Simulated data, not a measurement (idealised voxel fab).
A process module follows: voxel lift off.
Section cut is 155 nm wide and gridded with 5 nm square cells.
We lay out every cross-section as a grid of square cells and spell it out in bands from the top down, where one band means one or more rows of cells. It is stipulated that each band's entry specify, in nanometres, the height of the top of the band and then that of its bottom, followed by the materials of the band in left-to-right sequence, each together with its width in nanometres. A single material marked by the word "full width" is understood to fill the band from edge to edge; the word "air" is understood to denote empty space. Ref level 0: as-received wafer is one material below here. Bottom band extends down with no lower bound ("0 nm and below"). A width such as "30 to 40" changes by the same amount from each row of cells to the next, from the band's top row to its bottom row. A step reported as "same as before" is a step in which no cell of the cross-section changed. This entry, "Completely enclosed voids", enumerates those empty regions of no fewer than 8 cells that possess no open connection to the top. Each region is reported in the form width x height at distance, the distance being taken from the left edge, with all three quantities expressed in nm. after a step's settings: what the simulator itself notes on the step. overlay nm: where the mask lay relative to plan, measured to the right, on steps with a mask; negatives go left.

[The following list gives the planned process steps]
1. RECEIVE, material Si
2. CONFORMAL_DEP, material SiN, thk nm 10
3. PATTERN, tone open, mask id LINES, material resist, width nm 15, pitch nm 40, thk nm 25, overlay nm -15
4. DIRECTIONAL_DEP, material Ru, thk nm 15
5. STRIP, etch materials resist
6. CONFORMAL_DEP, material SiO2, thk nm 5
The value of overlay nm given for step 3 in the plan refers to the first wafer; the wafers vary in this setting and are alike at the start.

[Received wafers, first of several: cross-section after step 1]
- 0 nm and below | Si full width
- Completely enclosed voids: none

[Below: a row per wafer. Contents at end of module: for every material, cells gained since receipt (+) or lost since receipt (-); then closed voids]
overlay nm -15 | +27 Ru | +62 SiN | +49 SiO2 | Completely enclosed voids: none
overlay nm -10 | +27 Ru | +62 SiN | +49 SiO2 | Completely enclosed voids: none
overlay nm -5 | +27 Ru | +62 SiN | +49 SiO2 | Completely enclosed voids: none
overlay nm 0 | +27 Ru | +62 SiN | +49 SiO2 | Completely enclosed voids: none
overlay nm 5 | +27 Ru | +62 SiN | +49 SiO2 | Completely enclosed voids: none
overlay nm 10 | +27 Ru | +62 SiN | +49 SiO2 | Completely enclosed voids: none
overlay nm 15 | +27 Ru | +62 SiN | +49 SiO2 | Completely enclosed voids: none
